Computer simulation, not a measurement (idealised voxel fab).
The process module that follows is named voxel local oxidation.
250 nm wide, 5 nm square cells: that's cross-section cut.
How to read a cross-section here: the picture is a grid of square cells, written as bands going from the top down, and any band can span one or more rows of cells. Look at the band entry: it leads with the top's height and the bottom's height in nm. Then it lists the materials left to right, with a width in nm for each. The word "throughout" on a single material says that material fills the band edge to edge. The word "air" is empty space. Counting heights begins at 0, where everything beneath is, in the wafer as received, one material. The lowest band has no bottom; it goes on downwards, as "top 0, no bottom" shows. Graded width ("30 to 40"): value in top row of band = first number; value in bottom row = second number; row-to-row change constant. What does "everything unchanged" mean for a step? It means no cell of the cross-section changed in that step. Enclosed voids (no open way to top), threshold 8 cells or more, entry "Closed empty spaces", notation width x height at distance, distance from left edge, nm. The remark found on a step's line after its settings is issued by the simulator itself and pertains to that step. On any step carrying a mask, the "overlay nm" setting, if present on the step's line, tells how far right of its planned place the mask lay; negative values point to the left.

Planned process steps
- 1: RECEIVE: material Si
- 2: CONFORMAL_DEP: material SiO2, thk nm 5
- 3: CONFORMAL_DEP: material SiN, thk nm 15
- 4: PATTERN: tone cover, mask id ACTIVE, material resist, width nm 120, thk nm 15, overlay nm 0
- 5: DIRECTIONAL_ETCH: etch materials SiN, depth nm 15
- 6: STRIP: etch materials resist
- 7: SELECTIVE_ETCH: etch materials SiO2, depth nm 5
- 8: OXIDIZE: depth nm 15
- 9: STRIP: etch materials SiN
Wafer-to-wafer difference: width nm, step 4. Common start. Plan = first wafer's value.

Cross-section of the first incoming wafer of several, state after step 1
    top 0, no bottom | Si throughout
    Closed empty spaces: none

Last step of the module is step 9; after it, the first of several wafers in cross-section
    top 5, bottom 0 | 70 air; 110 SiO2; 70 air
    top 0, bottom -15 | 85 SiO2; 80 Si; 85 SiO2
    top -15, no bottom | Si throughout
    Closed empty spaces: none

Module end, final wafer: cross-section
    top 5, bottom 0 | 60 air; 135 SiO2; 55 air
    top 0, bottom -15 | 75 SiO2; 105 Si; 70 SiO2
    top -15, no bottom | Si throughout
    Closed empty spaces: none

Below: a row per wafer. Contents at end of module: for every material, cells gained since receipt (+) or lost since receipt (-); then closed voids
width nm 120 | -102 Si | +124 SiO2 | Closed empty spaces: none
width nm 125 | -99 Si | +122 SiO2 | Closed empty spaces: none
width nm 130 | -96 Si | +120 SiO2 | Closed empty spaces: none
width nm 135 | -93 Si | +118 SiO2 | Closed empty spaces: none
width nm 140 | -90 Si | +116 SiO2 | Closed empty spaces: none
width nm 145 | -87 Si | +114 SiO2 | Closed empty spaces: none
